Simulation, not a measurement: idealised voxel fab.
process module | voxel self aligned vias
cross-section cut | 240 nm wide | cells 5 nm
A cross-section is a grid of square cells, given in bands from the top down. A band is one or more rows of cells.
Each band's line starts with the height of the band's top and of its bottom, in nm. Then come its materials from left to right, each with its width in nm. One material with "throughout" fills the band from edge to edge. "air" is empty space.
Height 0 is the level under which the wafer as received is all one material. The lowest band goes on downwards, as in "0 down".
A width such as "30 to 40" changes by the same amount from each row of cells to the next, from the band's top row to its bottom row.
"no change" after a step means that no cell of the cross-section changed.
closed voids: empty space of 8 cells or more with no open way to the top, each as width x height at its distance from the left edge, in nm
after a step's settings: what the simulator itself notes on the step
overlay nm, on a step with a mask: how far to the right of its planned place the mask lay; to the left if negative
plan
1 op RECEIVE | material Si
2 op CONFORMAL_DEP | material SiO2 | thk nm 15
3 op CONFORMAL_DEP | material SiCN | thk nm 5
4 op DIRECTIONAL_DEP | material SiO2 | thk nm 25
5 op MASKED_ETCH | tone open | mask id LINES | width nm 30 | pitch nm 55 | etch materials SiO2 | depth nm 25 | overlay nm 0
6 op CONFORMAL_DEP | material TiN | thk nm 5
7 op FILL_DEP | material W | thk nm 10
8 op CMP | height nm 45
9 op SELECTIVE_ETCH | etch materials W Ru TiN | depth nm 5
10 op FILL_DEP | material SiN | thk nm 10
11 op CMP | height nm 45
12 op DIRECTIONAL_DEP | material SiO2 | thk nm 20
13 op MASKED_ETCH | tone open | mask id VIAS | width nm 40 | pitch nm 55 | etch materials SiO2 | depth nm 20 | overlay nm 0
14 op MASKED_ETCH | tone open | mask id VIAS | width nm 40 | pitch nm 55 | etch materials SiN | depth nm 5 | overlay nm 0
15 op CONFORMAL_DEP | material TiN | thk nm 5
16 op FILL_DEP | material W | thk nm 10
17 op CMP | height nm 65
18 op CONFORMAL_DEP | material SiCN | thk nm 5
as received, after step 1
  0 down: Si throughout
  closed voids: none
a wafer at the end: this start, this plan, one mistake
  70 to 65: SiCN throughout
  65 to 45: SiO2 70 | TiN 5 | W 30 | TiN 5 | SiO2 15 | TiN 5 | W 30 | TiN 5 | SiO2 75
  45 to 40: SiN 70 | TiN 40 | SiN 15 | TiN 40 | SiN 75
  40 to 35: W throughout
  35 to 30: TiN 80 | W 20 | TiN 35 | W 20 | TiN 85
  30 to 10: SiO2 75 | TiN 5 | W 20 | TiN 5 | SiO2 25 | TiN 5 | W 20 | TiN 5 | SiO2 80
  10 to 5: SiO2 75 | TiN 30 | SiO2 25 | TiN 30 | SiO2 80
  5 to 0: SiCN throughout
  0 down: Si throughout
  closed voids: none
what went wrong: step 2 was left out
